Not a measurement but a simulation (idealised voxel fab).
process module | voxel transistor to metal
cross-section cut | 160 nm wide | cells 5 nm
A cross-section is a grid of square cells, given in bands from the top down. A band is one or more rows of cells.
Each band's line starts with the height of the band's top and of its bottom, in nm. Then come its materials from left to right, each with its width in nm. One material with "throughout" fills the band from edge to edge. "air" is empty space.
Height 0 is the level under which the wafer as received is all one material. The lowest band goes on downwards, as in "0 down".
A width such as "30 to 40" changes by the same amount from each row of cells to the next, from the band's top row to its bottom row.
"no change" after a step means that no cell of the cross-section changed.
closed voids: empty space of 8 cells or more with no open way to the top, each as width x height at its distance from the left edge, in nm
after a step's settings: what the simulator itself notes on the step
overlay nm, on a step with a mask: how far to the right of its planned place the mask lay; to the left if negative
plan
1 op RECEIVE | material Si
2 op CONFORMAL_DEP | material SiO2 | thk nm 5
3 op CONFORMAL_DEP | material SiN | thk nm 10
4 op PATTERN | tone cover | mask id ACTIVE | material resist | width nm 125 | thk nm 20 | overlay nm 0
5 op DIRECTIONAL_ETCH | etch materials SiN | depth nm 10
6 op DIRECTIONAL_ETCH | etch materials SiO2 | depth nm 5
7 op DIRECTIONAL_ETCH | etch materials Si | depth nm 35
8 op STRIP | etch materials resist
9 op FILL_DEP | material SiO2 | thk nm 15
10 op CMP | height nm 15
11 op SELECTIVE_ETCH | etch materials SiO2 | depth nm 5
12 op STRIP | etch materials SiN
13 op SELECTIVE_ETCH | etch materials SiO2 | depth nm 5
14 op OXIDIZE | depth nm 5
15 op DIRECTIONAL_DEP | material polySi | thk nm 20
16 op DIRECTIONAL_DEP | material SiCN | thk nm 10
17 op PATTERN | tone cover | mask id GATE | material resist | width nm 35 | thk nm 15 | overlay nm 0
18 op DIRECTIONAL_ETCH | etch materials SiCN | depth nm 20
19 op DIRECTIONAL_ETCH | etch materials polySi | depth nm 30
20 op STRIP | etch materials resist
21 op CONFORMAL_DEP | material SiO2 | thk nm 5
22 op DIRECTIONAL_ETCH | etch materials SiO2 | depth nm 5
23 op CONFORMAL_DEP | material SiN | thk nm 5
24 op DIRECTIONAL_ETCH | etch materials SiN | depth nm 5
25 op DIRECTIONAL_ETCH | etch materials SiO2 | depth nm 5
26 op DIRECTIONAL_ETCH | etch materials Si | depth nm 5
27 op EPI | material SiGe | thk nm 5
28 op FILL_DEP | material SiO2 | thk nm 5
29 op CMP | height nm 20
30 op STRIP | etch materials polySi
31 op SELECTIVE_ETCH | etch materials SiO2 | depth nm 5
32 op CONFORMAL_DEP | material HfO2 | thk nm 5
33 op CONFORMAL_DEP | material TiN | thk nm 5
34 op FILL_DEP | material W | thk nm 5
35 op CMP | height nm 15
36 op DIRECTIONAL_DEP | material SiO2 | thk nm 15
37 op MASKED_ETCH | tone open | mask id CONTACT | width nm 20 | pitch nm 85 | etch materials SiO2 | depth nm 35 | overlay nm 0
38 op CONFORMAL_DEP | material TiN | thk nm 5
39 op FILL_DEP | material Ru | thk nm 5
40 op CMP | height nm 30
41 op CONFORMAL_DEP | material SiN | thk nm 5
42 op DIRECTIONAL_DEP | material lowk | thk nm 20
43 op PATTERN | tone open | mask id METAL_1 | material resist | width nm 20 | pitch nm 85 | thk nm 20 | overlay nm 0
44 op DIRECTIONAL_ETCH | etch materials lowk | depth nm 20
45 op DIRECTIONAL_ETCH | etch materials SiN | depth nm 5
46 op STRIP | etch materials resist
47 op CONFORMAL_DEP | material TiN | thk nm 5
48 op FILL_DEP | material Ru | thk nm 5
49 op CMP | height nm 55
50 op CONFORMAL_DEP | material SiCN | thk nm 5
51 op DIRECTIONAL_DEP | material SiO2 | thk nm 30
52 op PATTERN | tone open | mask id METAL_2_HOLES | material resist | width nm 15 | pitch nm 85 | thk nm 20 | overlay nm 0
53 op DIRECTIONAL_ETCH | etch materials SiO2 | depth nm 30
54 op STRIP | etch materials resist
55 op PATTERN | tone open | mask id METAL_2 | material resist | width nm 20 | pitch nm 85 | thk nm 15 | overlay nm 0
56 op DIRECTIONAL_ETCH | etch materials SiO2 | depth nm 15
57 op DIRECTIONAL_ETCH | etch materials SiCN | depth nm 5
58 op STRIP | etch materials resist
59 op CONFORMAL_DEP | material TiN | thk nm 5
60 op FILL_DEP | material Cu | thk nm 10
61 op CMP | height nm 90
62 op CONFORMAL_DEP | material SiN | thk nm 5
first wafer, as planned
as received, after step 1
  0 down: Si throughout
  closed voids: none
after step 2
  5 to 0: SiO2 throughout
  below 0: unchanged
after step 3
  15 to 5: SiN throughout
  below 5: unchanged
after step 4
  35 to 15: air 15 | resist 125 | air 20
  below 15: unchanged
after step 5
  35 to 15: air 15 | resist 125 | air 20
  15 to 5: air 15 | SiN 125 | air 20
  below 5: unchanged
after step 6
  35 to 15: air 15 | resist 125 | air 20
  15 to 5: air 15 | SiN 125 | air 20
  5 to 0: air 15 | SiO2 125 | air 20
  below 0: unchanged
after step 7
  35 to 15: air 15 | resist 125 | air 20
  15 to 5: air 15 | SiN 125 | air 20
  5 to 0: air 15 | SiO2 125 | air 20
  0 to -35: air 15 | Si 125 | air 20
  below -35: unchanged
after step 8
  15 to 5: air 15 | SiN 125 | air 20
  below 5: unchanged
after step 9
  30 to 15: SiO2 throughout
  15 to 5: SiO2 15 | SiN 125 | SiO2 20
  5 to 0: SiO2 throughout
  0 to -35: SiO2 15 | Si 125 | SiO2 20
  below -35: unchanged
after step 10
  15 to 5: SiO2 15 | SiN 125 | SiO2 20
  below 5: unchanged
after step 11
  15 to 10: air 15 | SiN 125 | air 20
  below 10: unchanged
after step 12
  10 to 5: SiO2 15 | air 125 | SiO2 20
  below 5: unchanged
after step 13
  5 to 0: SiO2 10 | air 135 | SiO2 15
  below 0: unchanged
after step 14
  5 to 0: SiO2 10 | air 135 | SiO2 15
  0 to -5: SiO2 throughout
  below -5: unchanged
after step 15
  25 to 20: polySi 10 | air 135 | polySi 15
  20 to 5: polySi throughout
  5 to 0: SiO2 10 | polySi 135 | SiO2 15
  below 0: unchanged
after step 16
  35 to 30: SiCN 10 | air 135 | SiCN 15
  30 to 25: SiCN throughout
  25 to 20: polySi 10 | SiCN 135 | polySi 15
  below 20: unchanged
after step 17
  50 to 35: air 60 | resist 35 | air 65
  35 to 30: SiCN 10 | air 50 | resist 35 | air 50 | SiCN 15
  below 30: unchanged
after step 18
  50 to 30: air 60 | resist 35 | air 65
  30 to 25: air 60 | SiCN 35 | air 65
  25 to 20: polySi 10 | air 50 | SiCN 35 | air 50 | polySi 15
  below 20: unchanged
after step 19
  50 to 30: air 60 | resist 35 | air 65
  30 to 20: air 60 | SiCN 35 | air 65
  20 to 5: air 60 | polySi 35 | air 65
  5 to 0: SiO2 10 | air 50 | polySi 35 | air 50 | SiO2 15
  below 0: unchanged
after step 20
  30 to 20: air 60 | SiCN 35 | air 65
  below 20: unchanged
after step 21
  35 to 30: air 55 | SiO2 45 | air 60
  30 to 20: air 55 | SiO2 5 | SiCN 35 | SiO2 5 | air 60
  20 to 10: air 55 | SiO2 5 | polySi 35 | SiO2 5 | air 60
  10 to 5: SiO2 15 | air 40 | SiO2 5 | polySi 35 | SiO2 5 | air 40 | SiO2 20
  5 to 0: SiO2 60 | polySi 35 | SiO2 65
  below 0: unchanged
after step 22
  30 to 20: air 55 | SiO2 5 | SiCN 35 | SiO2 5 | air 60
  20 to 5: air 55 | SiO2 5 | polySi 35 | SiO2 5 | air 60
  5 to 0: SiO2 15 | air 40 | SiO2 5 | polySi 35 | SiO2 5 | air 40 | SiO2 20
  below 0: unchanged
after step 23
  35 to 30: air 50 | SiN 55 | air 55
  30 to 20: air 50 | SiN 5 | SiO2 5 | SiCN 35 | SiO2 5 | SiN 5 | air 55
  20 to 10: air 50 | SiN 5 | SiO2 5 | polySi 35 | SiO2 5 | SiN 5 | air 55
  10 to 5: SiN 20 | air 30 | SiN 5 | SiO2 5 | polySi 35 | SiO2 5 | SiN 5 | air 30 | SiN 25
  5 to 0: SiO2 15 | SiN 40 | SiO2 5 | polySi 35 | SiO2 5 | SiN 40 | SiO2 20
  below 0: unchanged
after step 24
  30 to 20: air 50 | SiN 5 | SiO2 5 | SiCN 35 | SiO2 5 | SiN 5 | air 55
  20 to 5: air 50 | SiN 5 | SiO2 5 | polySi 35 | SiO2 5 | SiN 5 | air 55
  5 to 0: SiO2 15 | SiN 5 | air 30 | SiN 5 | SiO2 5 | polySi 35 | SiO2 5 | SiN 5 | air 30 | SiN 5 | SiO2 20
  below 0: unchanged
after step 25
  30 to 25: air 50 | SiN 5 | air 5 | SiCN 35 | air 5 | SiN 5 | air 55
  25 to 20: air 50 | SiN 5 | SiO2 5 | SiCN 35 | SiO2 5 | SiN 5 | air 55
  20 to 5: air 50 | SiN 5 | SiO2 5 | polySi 35 | SiO2 5 | SiN 5 | air 55
  5 to 0: air 15 | SiN 5 | air 30 | SiN 5 | SiO2 5 | polySi 35 | SiO2 5 | SiN 5 | air 30 | SiN 5 | air 20
  0 to -5: SiO2 20 | air 30 | SiO2 55 | air 30 | SiO2 25
  below -5: unchanged
after step 26
  30 to 25: air 50 | SiN 5 | air 5 | SiCN 35 | air 5 | SiN 5 | air 55
  25 to 20: air 50 | SiN 5 | SiO2 5 | SiCN 35 | SiO2 5 | SiN 5 | air 55
  20 to 5: air 50 | SiN 5 | SiO2 5 | polySi 35 | SiO2 5 | SiN 5 | air 55
  5 to 0: air 15 | SiN 5 | air 30 | SiN 5 | SiO2 5 | polySi 35 | SiO2 5 | SiN 5 | air 30 | SiN 5 | air 20
  0 to -5: SiO2 20 | air 30 | SiO2 55 | air 30 | SiO2 25
  -5 to -10: SiO2 15 | Si 5 | air 30 | Si 55 | air 30 | Si 5 | SiO2 20
  below -10: unchanged
after step 27
  30 to 25: air 50 | SiN 5 | air 5 | SiCN 35 | air 5 | SiN 5 | air 55
  25 to 20: air 50 | SiN 5 | SiO2 5 | SiCN 35 | SiO2 5 | SiN 5 | air 55
  20 to 5: air 50 | SiN 5 | SiO2 5 | polySi 35 | SiO2 5 | SiN 5 | air 55
  5 to 0: air 15 | SiN 5 | air 30 | SiN 5 | SiO2 5 | polySi 35 | SiO2 5 | SiN 5 | air 30 | SiN 5 | air 20
  0 to -5: SiO2 20 | SiGe 5 | air 20 | SiGe 5 | SiO2 55 | SiGe 5 | air 20 | SiGe 5 | SiO2 25
  -5 to -10: SiO2 15 | Si 5 | SiGe 30 | Si 55 | SiGe 30 | Si 5 | SiO2 20
  below -10: unchanged
after step 28
  35 to 30: SiO2 throughout
  30 to 20: SiO2 50 | SiN 5 | SiO2 5 | SiCN 35 | SiO2 5 | SiN 5 | SiO2 55
  20 to 5: SiO2 50 | SiN 5 | SiO2 5 | polySi 35 | SiO2 5 | SiN 5 | SiO2 55
  5 to 0: SiO2 15 | SiN 5 | SiO2 30 | SiN 5 | SiO2 5 | polySi 35 | SiO2 5 | SiN 5 | SiO2 30 | SiN 5 | SiO2 20
  0 to -5: SiO2 20 | SiGe 5 | SiO2 20 | SiGe 5 | SiO2 55 | SiGe 5 | SiO2 20 | SiGe 5 | SiO2 25
  below -5: unchanged
after step 29
  20 to 5: SiO2 50 | SiN 5 | SiO2 5 | polySi 35 | SiO2 5 | SiN 5 | SiO2 55
  below 5: unchanged
after step 30
  20 to 5: SiO2 50 | SiN 5 | SiO2 5 | air 35 | SiO2 5 | SiN 5 | SiO2 55
  5 to 0: SiO2 15 | SiN 5 | SiO2 30 | SiN 5 | SiO2 5 | air 35 | SiO2 5 | SiN 5 | SiO2 30 | SiN 5 | SiO2 20
  below 0: unchanged
after step 31
  20 to 15: air 50 | SiN 5 | air 45 | SiN 5 | air 55
  15 to 5: SiO2 50 | SiN 5 | air 45 | SiN 5 | SiO2 55
  5 to 0: SiO2 15 | SiN 5 | SiO2 30 | SiN 5 | air 45 | SiN 5 | SiO2 30 | SiN 5 | SiO2 20
  0 to -5: SiO2 20 | SiGe 5 | SiO2 20 | SiGe 5 | SiO2 5 | air 45 | SiO2 5 | SiGe 5 | SiO2 20 | SiGe 5 | SiO2 25
  below -5: unchanged
after step 32
  25 to 20: air 45 | HfO2 15 | air 35 | HfO2 15 | air 50
  20 to 15: HfO2 50 | SiN 5 | HfO2 5 | air 35 | HfO2 5 | SiN 5 | HfO2 55
  15 to 5: SiO2 50 | SiN 5 | HfO2 5 | air 35 | HfO2 5 | SiN 5 | SiO2 55
  5 to 0: SiO2 15 | SiN 5 | SiO2 30 | SiN 5 | HfO2 5 | air 35 | HfO2 5 | SiN 5 | SiO2 30 | SiN 5 | SiO2 20
  0 to -5: SiO2 20 | SiGe 5 | SiO2 20 | SiGe 5 | SiO2 5 | HfO2 45 | SiO2 5 | SiGe 5 | SiO2 20 | SiGe 5 | SiO2 25
  below -5: unchanged
after step 33
  30 to 25: air 40 | TiN 25 | air 25 | TiN 25 | air 45
  25 to 20: TiN 45 | HfO2 15 | TiN 5 | air 25 | TiN 5 | HfO2 15 | TiN 50
  20 to 15: HfO2 50 | SiN 5 | HfO2 5 | TiN 5 | air 25 | TiN 5 | HfO2 5 | SiN 5 | HfO2 55
  15 to 5: SiO2 50 | SiN 5 | HfO2 5 | TiN 5 | air 25 | TiN 5 | HfO2 5 | SiN 5 | SiO2 55
  5 to 0: SiO2 15 | SiN 5 | SiO2 30 | SiN 5 | HfO2 5 | TiN 35 | HfO2 5 | SiN 5 | SiO2 30 | SiN 5 | SiO2 20
  below 0: unchanged
after step 34
  35 to 30: W throughout
  30 to 25: W 40 | TiN 25 | W 25 | TiN 25 | W 45
  25 to 20: TiN 45 | HfO2 15 | TiN 5 | W 25 | TiN 5 | HfO2 15 | TiN 50
  20 to 15: HfO2 50 | SiN 5 | HfO2 5 | TiN 5 | W 25 | TiN 5 | HfO2 5 | SiN 5 | HfO2 55
  15 to 5: SiO2 50 | SiN 5 | HfO2 5 | TiN 5 | W 25 | TiN 5 | HfO2 5 | SiN 5 | SiO2 55
  below 5: unchanged
after step 35
  15 to 5: SiO2 50 | SiN 5 | HfO2 5 | TiN 5 | W 25 | TiN 5 | HfO2 5 | SiN 5 | SiO2 55
  below 5: unchanged
after step 36
  30 to 15: SiO2 throughout
  below 15: unchanged
after step 37
  30 to 15: SiO2 25 | air 20 | SiO2 65 | air 20 | SiO2 30
  15 to 5: SiO2 25 | air 20 | SiO2 5 | SiN 5 | HfO2 5 | TiN 5 | W 25 | TiN 5 | HfO2 5 | SiN 5 | SiO2 5 | air 20 | SiO2 30
  5 to 0: SiO2 15 | SiN 5 | SiO2 5 | air 20 | SiO2 5 | SiN 5 | HfO2 5 | TiN 35 | HfO2 5 | SiN 5 | SiO2 5 | air 20 | SiO2 5 | SiN 5 | SiO2 20
  0 to -5: SiO2 20 | SiGe 5 | air 20 | SiGe 5 | SiO2 5 | HfO2 45 | SiO2 5 | SiGe 5 | air 20 | SiGe 5 | SiO2 25
  below -5: unchanged
after step 38
  35 to 30: TiN 30 | air 10 | TiN 75 | air 10 | TiN 35
  30 to 15: SiO2 25 | TiN 5 | air 10 | TiN 5 | SiO2 65 | TiN 5 | air 10 | TiN 5 | SiO2 30
  15 to 5: SiO2 25 | TiN 5 | air 10 | TiN 5 | SiO2 5 | SiN 5 | HfO2 5 | TiN 5 | W 25 | TiN 5 | HfO2 5 | SiN 5 | SiO2 5 | TiN 5 | air 10 | TiN 5 | SiO2 30
  5 to 0: SiO2 15 | SiN 5 | SiO2 5 | TiN 5 | air 10 | TiN 5 | SiO2 5 | SiN 5 | HfO2 5 | TiN 35 | HfO2 5 | SiN 5 | SiO2 5 | TiN 5 | air 10 | TiN 5 | SiO2 5 | SiN 5 | SiO2 20
  0 to -5: SiO2 20 | SiGe 5 | TiN 20 | SiGe 5 | SiO2 5 | HfO2 45 | SiO2 5 | SiGe 5 | TiN 20 | SiGe 5 | SiO2 25
  below -5: unchanged
after step 39
  40 to 35: Ru throughout
  35 to 30: TiN 30 | Ru 10 | TiN 75 | Ru 10 | TiN 35
  30 to 15: SiO2 25 | TiN 5 | Ru 10 | TiN 5 | SiO2 65 | TiN 5 | Ru 10 | TiN 5 | SiO2 30
  15 to 5: SiO2 25 | TiN 5 | Ru 10 | TiN 5 | SiO2 5 | SiN 5 | HfO2 5 | TiN 5 | W 25 | TiN 5 | HfO2 5 | SiN 5 | SiO2 5 | TiN 5 | Ru 10 | TiN 5 | SiO2 30
  5 to 0: SiO2 15 | SiN 5 | SiO2 5 | TiN 5 | Ru 10 | TiN 5 | SiO2 5 | SiN 5 | HfO2 5 | TiN 35 | HfO2 5 | SiN 5 | SiO2 5 | TiN 5 | Ru 10 | TiN 5 | SiO2 5 | SiN 5 | SiO2 20
  below 0: unchanged
after step 40
  30 to 15: SiO2 25 | TiN 5 | Ru 10 | TiN 5 | SiO2 65 | TiN 5 | Ru 10 | TiN 5 | SiO2 30
  below 15: unchanged
after step 41
  35 to 30: SiN throughout
  below 30: unchanged
after step 42
  55 to 35: lowk throughout
  below 35: unchanged
after step 43
  75 to 55: resist 25 | air 20 | resist 65 | air 20 | resist 30
  below 55: unchanged
after step 44
  75 to 55: resist 25 | air 20 | resist 65 | air 20 | resist 30
  55 to 35: lowk 25 | air 20 | lowk 65 | air 20 | lowk 30
  below 35: unchanged
after step 45
  75 to 55: resist 25 | air 20 | resist 65 | air 20 | resist 30
  55 to 35: lowk 25 | air 20 | lowk 65 | air 20 | lowk 30
  35 to 30: SiN 25 | air 20 | SiN 65 | air 20 | SiN 30
  below 30: unchanged
after step 46
  55 to 35: lowk 25 | air 20 | lowk 65 | air 20 | lowk 30
  below 35: unchanged
after step 47
  60 to 55: TiN 30 | air 10 | TiN 75 | air 10 | TiN 35
  55 to 35: lowk 25 | TiN 5 | air 10 | TiN 5 | lowk 65 | TiN 5 | air 10 | TiN 5 | lowk 30
  35 to 30: SiN 25 | TiN 20 | SiN 65 | TiN 20 | SiN 30
  below 30: unchanged
after step 48
  65 to 60: Ru throughout
  60 to 55: TiN 30 | Ru 10 | TiN 75 | Ru 10 | TiN 35
  55 to 35: lowk 25 | TiN 5 | Ru 10 | TiN 5 | lowk 65 | TiN 5 | Ru 10 | TiN 5 | lowk 30
  below 35: unchanged
after step 49
  55 to 35: lowk 25 | TiN 5 | Ru 10 | TiN 5 | lowk 65 | TiN 5 | Ru 10 | TiN 5 | lowk 30
  below 35: unchanged
after step 50
  60 to 55: SiCN throughout
  below 55: unchanged
after step 51
  90 to 60: SiO2 throughout
  below 60: unchanged
after step 52
  110 to 90: resist 25 | air 15 | resist 70 | air 15 | resist 35
  below 90: unchanged
after step 53
  110 to 90: resist 25 | air 15 | resist 70 | air 15 | resist 35
  90 to 60: SiO2 25 | air 15 | SiO2 70 | air 15 | SiO2 35
  below 60: unchanged
after step 54
  90 to 60: SiO2 25 | air 15 | SiO2 70 | air 15 | SiO2 35
  below 60: unchanged
after step 55
  105 to 90: resist 25 | air 20 | resist 65 | air 20 | resist 30
  below 90: unchanged
after step 56
  105 to 90: resist 25 | air 20 | resist 65 | air 20 | resist 30
  90 to 75: SiO2 25 | air 20 | SiO2 65 | air 20 | SiO2 30
  below 75: unchanged
after step 57
  105 to 90: resist 25 | air 20 | resist 65 | air 20 | resist 30
  90 to 75: SiO2 25 | air 20 | SiO2 65 | air 20 | SiO2 30
  75 to 60: SiO2 25 | air 15 | SiO2 70 | air 15 | SiO2 35
  60 to 55: SiCN 25 | air 15 | SiCN 70 | air 15 | SiCN 35
  below 55: unchanged
after step 58
  90 to 75: SiO2 25 | air 20 | SiO2 65 | air 20 | SiO2 30
  below 75: unchanged
after step 59
  95 to 90: TiN 30 | air 10 | TiN 75 | air 10 | TiN 35
  90 to 80: SiO2 25 | TiN 5 | air 10 | TiN 5 | SiO2 65 | TiN 5 | air 10 | TiN 5 | SiO2 30
  80 to 75: SiO2 25 | TiN 5 | air 5 | TiN 10 | SiO2 65 | TiN 5 | air 5 | TiN 10 | SiO2 30
  75 to 60: SiO2 25 | TiN 5 | air 5 | TiN 5 | SiO2 70 | TiN 5 | air 5 | TiN 5 | SiO2 35
  60 to 55: SiCN 25 | TiN 15 | SiCN 70 | TiN 15 | SiCN 35
  below 55: unchanged
after step 60
  105 to 95: Cu throughout
  95 to 90: TiN 30 | Cu 10 | TiN 75 | Cu 10 | TiN 35
  90 to 80: SiO2 25 | TiN 5 | Cu 10 | TiN 5 | SiO2 65 | TiN 5 | Cu 10 | TiN 5 | SiO2 30
  80 to 75: SiO2 25 | TiN 5 | Cu 5 | TiN 10 | SiO2 65 | TiN 5 | Cu 5 | TiN 10 | SiO2 30
  75 to 60: SiO2 25 | TiN 5 | Cu 5 | TiN 5 | SiO2 70 | TiN 5 | Cu 5 | TiN 5 | SiO2 35
  below 60: unchanged
after step 61
  90 to 80: SiO2 25 | TiN 5 | Cu 10 | TiN 5 | SiO2 65 | TiN 5 | Cu 10 | TiN 5 | SiO2 30
  below 80: unchanged
after step 62
  95 to 90: SiN throughout
  below 90: unchanged
second wafer: like start, like plan, one mistake. Through step 34 it matches the first wafer
when step 35 should have ended
  20 to 15: HfO2 50 | SiN 5 | HfO2 5 | TiN 5 | W 25 | TiN 5 | HfO2 5 | SiN 5 | HfO2 55
  below 15: unchanged
when step 36 should have ended
  35 to 20: SiO2 throughout
  below 20: unchanged
when step 37 should have ended
  35 to 20: SiO2 25 | air 20 | SiO2 65 | air 20 | SiO2 30
  below 20: unchanged
when step 38 should have ended
  40 to 35: TiN 30 | air 10 | TiN 75 | air 10 | TiN 35
  35 to 25: SiO2 25 | TiN 5 | air 10 | TiN 5 | SiO2 65 | TiN 5 | air 10 | TiN 5 | SiO2 30
  25 to 20: SiO2 25 | TiN 20 | SiO2 65 | TiN 20 | SiO2 30
  below 20: unchanged
when step 39 should have ended
  45 to 40: Ru throughout
  40 to 35: TiN 30 | Ru 10 | TiN 75 | Ru 10 | TiN 35
  35 to 25: SiO2 25 | TiN 5 | Ru 10 | TiN 5 | SiO2 65 | TiN 5 | Ru 10 | TiN 5 | SiO2 30
  below 25: unchanged
when step 40 should have ended
  30 to 25: SiO2 25 | TiN 5 | Ru 10 | TiN 5 | SiO2 65 | TiN 5 | Ru 10 | TiN 5 | SiO2 30
  below 25: unchanged
when step 41 should have ended
  35 to 30: SiN throughout
  below 30: unchanged
when step 42 should have ended
  55 to 35: lowk throughout
  below 35: unchanged
when step 43 should have ended
  75 to 55: resist 25 | air 20 | resist 65 | air 20 | resist 30
  below 55: unchanged
when step 44 should have ended
  75 to 55: resist 25 | air 20 | resist 65 | air 20 | resist 30
  55 to 35: lowk 25 | air 20 | lowk 65 | air 20 | lowk 30
  below 35: unchanged
when step 45 should have ended
  75 to 55: resist 25 | air 20 | resist 65 | air 20 | resist 30
  55 to 35: lowk 25 | air 20 | lowk 65 | air 20 | lowk 30
  35 to 30: SiN 25 | air 20 | SiN 65 | air 20 | SiN 30
  below 30: unchanged
when step 46 should have ended
  55 to 35: lowk 25 | air 20 | lowk 65 | air 20 | lowk 30
  below 35: unchanged
when step 47 should have ended
  60 to 55: TiN 30 | air 10 | TiN 75 | air 10 | TiN 35
  55 to 35: lowk 25 | TiN 5 | air 10 | TiN 5 | lowk 65 | TiN 5 | air 10 | TiN 5 | lowk 30
  35 to 30: SiN 25 | TiN 20 | SiN 65 | TiN 20 | SiN 30
  below 30: unchanged
when step 48 should have ended
  65 to 60: Ru throughout
  60 to 55: TiN 30 | Ru 10 | TiN 75 | Ru 10 | TiN 35
  55 to 35: lowk 25 | TiN 5 | Ru 10 | TiN 5 | lowk 65 | TiN 5 | Ru 10 | TiN 5 | lowk 30
  below 35: unchanged
when step 49 should have ended
  55 to 35: lowk 25 | TiN 5 | Ru 10 | TiN 5 | lowk 65 | TiN 5 | Ru 10 | TiN 5 | lowk 30
  below 35: unchanged
when step 50 should have ended
  60 to 55: SiCN throughout
  below 55: unchanged
when step 51 should have ended
  90 to 60: SiO2 throughout
  below 60: unchanged
when step 52 should have ended
  110 to 90: resist 25 | air 15 | resist 70 | air 15 | resist 35
  below 90: unchanged
when step 53 should have ended
  110 to 90: resist 25 | air 15 | resist 70 | air 15 | resist 35
  90 to 60: SiO2 25 | air 15 | SiO2 70 | air 15 | SiO2 35
  below 60: unchanged
when step 54 should have ended
  90 to 60: SiO2 25 | air 15 | SiO2 70 | air 15 | SiO2 35
  below 60: unchanged
when step 55 should have ended
  105 to 90: resist 25 | air 20 | resist 65 | air 20 | resist 30
  below 90: unchanged
when step 56 should have ended
  105 to 90: resist 25 | air 20 | resist 65 | air 20 | resist 30
  90 to 75: SiO2 25 | air 20 | SiO2 65 | air 20 | SiO2 30
  below 75: unchanged
when step 57 should have ended
  105 to 90: resist 25 | air 20 | resist 65 | air 20 | resist 30
  90 to 75: SiO2 25 | air 20 | SiO2 65 | air 20 | SiO2 30
  75 to 60: SiO2 25 | air 15 | SiO2 70 | air 15 | SiO2 35
  60 to 55: SiCN 25 | air 15 | SiCN 70 | air 15 | SiCN 35
  below 55: unchanged
when step 58 should have ended
  90 to 75: SiO2 25 | air 20 | SiO2 65 | air 20 | SiO2 30
  below 75: unchanged
when step 59 should have ended
  95 to 90: TiN 30 | air 10 | TiN 75 | air 10 | TiN 35
  90 to 80: SiO2 25 | TiN 5 | air 10 | TiN 5 | SiO2 65 | TiN 5 | air 10 | TiN 5 | SiO2 30
  80 to 75: SiO2 25 | TiN 5 | air 5 | TiN 10 | SiO2 65 | TiN 5 | air 5 | TiN 10 | SiO2 30
  75 to 60: SiO2 25 | TiN 5 | air 5 | TiN 5 | SiO2 70 | TiN 5 | air 5 | TiN 5 | SiO2 35
  60 to 55: SiCN 25 | TiN 15 | SiCN 70 | TiN 15 | SiCN 35
  below 55: unchanged
when step 60 should have ended
  105 to 95: Cu throughout
  95 to 90: TiN 30 | Cu 10 | TiN 75 | Cu 10 | TiN 35
  90 to 80: SiO2 25 | TiN 5 | Cu 10 | TiN 5 | SiO2 65 | TiN 5 | Cu 10 | TiN 5 | SiO2 30
  80 to 75: SiO2 25 | TiN 5 | Cu 5 | TiN 10 | SiO2 65 | TiN 5 | Cu 5 | TiN 10 | SiO2 30
  75 to 60: SiO2 25 | TiN 5 | Cu 5 | TiN 5 | SiO2 70 | TiN 5 | Cu 5 | TiN 5 | SiO2 35
  below 60: unchanged
when step 61 should have ended
  90 to 80: SiO2 25 | TiN 5 | Cu 10 | TiN 5 | SiO2 65 | TiN 5 | Cu 10 | TiN 5 | SiO2 30
  below 80: unchanged
when step 62 should have ended
  95 to 90: SiN throughout
  below 90: unchanged
what went wrong: step 35 ran as: op CMP | height nm 20
at the end the second wafer has, in cells: 23 more of HfO2 | 20 fewer of Ru | 2 more of SiN | 8 more of SiO2 | 18 fewer of TiN | 5 more of W
